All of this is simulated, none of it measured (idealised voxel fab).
This is a process module. Its name is voxel lift off.
In the cross-section labelled cut, the width is 165 nm and each square cell is 5 nm.
Cross-section format: a grid of square cells, given as bands from top to bottom; each band is one or more rows of cells.
For a band, the entry starts with two heights in nm, that of the top and then that of the bottom, and carries on with the band's materials in order from left to right, each alongside its width in nm; the word "everywhere" beside a single material means it fills the band edge to edge, and "blank" means empty space.
Below 0: as-received wafer, all one material; heights counted from there. Lowest band: no bottom, goes on down, written "0 down".
Graded width ("30->40"): value in top row of band = first number; value in bottom row = second number; row-to-row change constant.
When a step is marked "nothing was modified", none of the cells in the cross-section changed during that step.
Any empty space of 8 cells or more lacking an open way to the top shows up in "Enclosed void list" as width x height at distance, distance from the left edge, in nm.
Note: text after step settings on the step line = simulator remark on that step.
A step line may carry the setting "overlay nm", which, for steps involving a mask, states the distance by which the mask lay to the right of its intended position; negative values denote displacement to the left.
So here's the lineup of process steps we planned:
1,RECEIVE, material Si
2,CONFORMAL_DEP, material Al2O3, thk nm 5
3,PATTERN, tone open, mask id LINES, material resist, width nm 15, pitch nm 45, thk nm 20, overlay nm 0
4,DIRECTIONAL_DEP, material Ru, thk nm 5
5,STRIP, etch materials resist
6,CONFORMAL_DEP, material SiCN, thk nm 5
Cross-sectional view of the wafer in its as-received condition, corresponding to the state after step 1:
  0 down | Si everywhere
  Enclosed void list: none
Same starting wafer, same plan as above, one mistake in the execution; this is the cross-section at the end of the module:
  15 to 10 | blank=45, then Ru=25, then blank=20, then Ru=25, then blank=50
  10 to 5 | Ru everywhere
  5 to 0 | Al2O3 everywhere
  0 down | Si everywhere
  Enclosed void list: none
Heads up, the wafer didn't run the way we planned it: step 6 went in with a setting other than planned; the actual run was CONFORMAL_DEP, material Ru, thk nm 5
